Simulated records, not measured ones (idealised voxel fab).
process module | voxel gate over fins
cross-section cut | 220 nm wide | cells 5 nm
A cross-section is a grid of square cells, given in bands from the top down. A band is one or more rows of cells.
Each band's line starts with the height of the band's top and of its bottom, in nm. Then come its materials from left to right, each with its width in nm. One material with "throughout" fills the band from edge to edge. "air" is empty space.
Height 0 is the level under which the wafer as received is all one material. The lowest band goes on downwards, as in "0 down".
A width such as "30 to 40" changes by the same amount from each row of cells to the next, from the band's top row to its bottom row.
"no change" after a step means that no cell of the cross-section changed.
closed voids: empty space of 8 cells or more with no open way to the top, each as width x height at its distance from the left edge, in nm
after a step's settings: what the simulator itself notes on the step
overlay nm, on a step with a mask: how far to the right of its planned place the mask lay; to the left if negative
plan
1 op RECEIVE | material Si
2 op CONFORMAL_DEP | material SiN | thk nm 10
3 op DIRECTIONAL_DEP | material aC | thk nm 15
4 op PATTERN | tone cover | mask id FINS | material resist | width nm 15 | pitch nm 45 | thk nm 30 | overlay nm 0
5 op DIRECTIONAL_ETCH | etch materials aC | depth nm 15
6 op STRIP | etch materials resist
7 op DIRECTIONAL_ETCH | etch materials SiN | depth nm 10
8 op DIRECTIONAL_ETCH | etch materials Si | depth nm 30
9 op STRIP | etch materials aC
10 op FILL_DEP | material SiO2 | thk nm 5
11 op CMP | height nm 10
12 op SELECTIVE_ETCH | etch materials SiO2 | depth nm 20
13 op STRIP | etch materials SiN
14 op CONFORMAL_DEP | material HfO2 | thk nm 5
15 op CONFORMAL_DEP | material TiN | thk nm 5
16 op FILL_DEP | material W | thk nm 10
17 op CMP | height nm 15
18 op CONFORMAL_DEP | material SiCN | thk nm 10
first wafer, as planned
as received, after step 1
  0 down: Si throughout
  closed voids: none
after step 2
  10 to 0: SiN throughout
  below 0: unchanged
after step 3
  25 to 10: aC throughout
  below 10: unchanged
after step 4
  55 to 25: air 55 | resist 15 | air 30 | resist 15 | air 30 | resist 15 | air 60
  below 25: unchanged
after step 5
  40 to 25: air 55 | resist 15 | air 30 | resist 15 | air 30 | resist 15 | air 60
  25 to 10: air 55 | aC 15 | air 30 | aC 15 | air 30 | aC 15 | air 60
  below 10: unchanged
after step 6
  25 to 10: air 55 | aC 15 | air 30 | aC 15 | air 30 | aC 15 | air 60
  below 10: unchanged
after step 7
  25 to 10: air 55 | aC 15 | air 30 | aC 15 | air 30 | aC 15 | air 60
  10 to 0: air 55 | SiN 15 | air 30 | SiN 15 | air 30 | SiN 15 | air 60
  below 0: unchanged
after step 8
  25 to 10: air 55 | aC 15 | air 30 | aC 15 | air 30 | aC 15 | air 60
  10 to 0: air 55 | SiN 15 | air 30 | SiN 15 | air 30 | SiN 15 | air 60
  0 to -30: air 55 | Si 15 | air 30 | Si 15 | air 30 | Si 15 | air 60
  below -30: unchanged
after step 9
  10 to 0: air 55 | SiN 15 | air 30 | SiN 15 | air 30 | SiN 15 | air 60
  below 0: unchanged
after step 10
  15 to 10: SiO2 throughout
  10 to 0: SiO2 55 | SiN 15 | SiO2 30 | SiN 15 | SiO2 30 | SiN 15 | SiO2 60
  0 to -30: SiO2 55 | Si 15 | SiO2 30 | Si 15 | SiO2 30 | Si 15 | SiO2 60
  below -30: unchanged
after step 11
  10 to 0: SiO2 55 | SiN 15 | SiO2 30 | SiN 15 | SiO2 30 | SiN 15 | SiO2 60
  below 0: unchanged
after step 12
  10 to 0: air 55 | SiN 15 | air 30 | SiN 15 | air 30 | SiN 15 | air 60
  0 to -10: air 55 | Si 15 | air 30 | Si 15 | air 30 | Si 15 | air 60
  below -10: unchanged
after step 13
  0 to -10: air 55 | Si 15 | air 30 | Si 15 | air 30 | Si 15 | air 60
  below -10: unchanged
after step 14
  5 to 0: air 50 | HfO2 25 | air 20 | HfO2 25 | air 20 | HfO2 25 | air 55
  0 to -5: air 50 | HfO2 5 | Si 15 | HfO2 5 | air 20 | HfO2 5 | Si 15 | HfO2 5 | air 20 | HfO2 5 | Si 15 | HfO2 5 | air 55
  -5 to -10: HfO2 55 | Si 15 | HfO2 30 | Si 15 | HfO2 30 | Si 15 | HfO2 60
  below -10: unchanged
after step 15
  10 to 5: air 45 | TiN 35 | air 10 | TiN 35 | air 10 | TiN 35 | air 50
  5 to 0: air 45 | TiN 5 | HfO2 25 | TiN 5 | air 10 | TiN 5 | HfO2 25 | TiN 5 | air 10 | TiN 5 | HfO2 25 | TiN 5 | air 50
  0 to -5: TiN 50 | HfO2 5 | Si 15 | HfO2 5 | TiN 20 | HfO2 5 | Si 15 | HfO2 5 | TiN 20 | HfO2 5 | Si 15 | HfO2 5 | TiN 55
  below -5: unchanged
after step 16
  20 to 10: W throughout
  10 to 5: W 45 | TiN 35 | W 10 | TiN 35 | W 10 | TiN 35 | W 50
  5 to 0: W 45 | TiN 5 | HfO2 25 | TiN 5 | W 10 | TiN 5 | HfO2 25 | TiN 5 | W 10 | TiN 5 | HfO2 25 | TiN 5 | W 50
  below 0: unchanged
after step 17
  15 to 10: W throughout
  below 10: unchanged
after step 18
  25 to 15: SiCN throughout
  below 15: unchanged
second wafer: like start, like plan, one mistake. Through step 7 it matches the first wafer
when step 8 should have ended
  25 to 10: air 55 | aC 15 | air 30 | aC 15 | air 30 | aC 15 | air 60
  10 to 0: air 55 | SiN 15 | air 30 | SiN 15 | air 30 | SiN 15 | air 60
  0 to -60: air 55 | Si 15 | air 30 | Si 15 | air 30 | Si 15 | air 60
  below -60: unchanged
when step 9 should have ended
  10 to 0: air 55 | SiN 15 | air 30 | SiN 15 | air 30 | SiN 15 | air 60
  below 0: unchanged
when step 10 should have ended
  15 to 10: SiO2 throughout
  10 to 0: SiO2 55 | SiN 15 | SiO2 30 | SiN 15 | SiO2 30 | SiN 15 | SiO2 60
  0 to -60: SiO2 55 | Si 15 | SiO2 30 | Si 15 | SiO2 30 | Si 15 | SiO2 60
  below -60: unchanged
when step 11 should have ended
  10 to 0: SiO2 55 | SiN 15 | SiO2 30 | SiN 15 | SiO2 30 | SiN 15 | SiO2 60
  below 0: unchanged
when step 12 should have ended
  10 to 0: air 55 | SiN 15 | air 30 | SiN 15 | air 30 | SiN 15 | air 60
  0 to -10: air 55 | Si 15 | air 30 | Si 15 | air 30 | Si 15 | air 60
  below -10: unchanged
when step 13 should have ended
  0 to -10: air 55 | Si 15 | air 30 | Si 15 | air 30 | Si 15 | air 60
  below -10: unchanged
when step 14 should have ended
  5 to 0: air 50 | HfO2 25 | air 20 | HfO2 25 | air 20 | HfO2 25 | air 55
  0 to -5: air 50 | HfO2 5 | Si 15 | HfO2 5 | air 20 | HfO2 5 | Si 15 | HfO2 5 | air 20 | HfO2 5 | Si 15 | HfO2 5 | air 55
  -5 to -10: HfO2 55 | Si 15 | HfO2 30 | Si 15 | HfO2 30 | Si 15 | HfO2 60
  below -10: unchanged
when step 15 should have ended
  10 to 5: air 45 | TiN 35 | air 10 | TiN 35 | air 10 | TiN 35 | air 50
  5 to 0: air 45 | TiN 5 | HfO2 25 | TiN 5 | air 10 | TiN 5 | HfO2 25 | TiN 5 | air 10 | TiN 5 | HfO2 25 | TiN 5 | air 50
  0 to -5: TiN 50 | HfO2 5 | Si 15 | HfO2 5 | TiN 20 | HfO2 5 | Si 15 | HfO2 5 | TiN 20 | HfO2 5 | Si 15 | HfO2 5 | TiN 55
  below -5: unchanged
when step 16 should have ended
  20 to 10: W throughout
  10 to 5: W 45 | TiN 35 | W 10 | TiN 35 | W 10 | TiN 35 | W 50
  5 to 0: W 45 | TiN 5 | HfO2 25 | TiN 5 | W 10 | TiN 5 | HfO2 25 | TiN 5 | W 10 | TiN 5 | HfO2 25 | TiN 5 | W 50
  below 0: unchanged
when step 17 should have ended
  15 to 10: W throughout
  below 10: unchanged
when step 18 should have ended
  25 to 15: SiCN throughout
  below 15: unchanged
what went wrong: step 8 was run twice
at the end the second wafer has, in cells: 210 fewer of Si | 210 more of SiO2
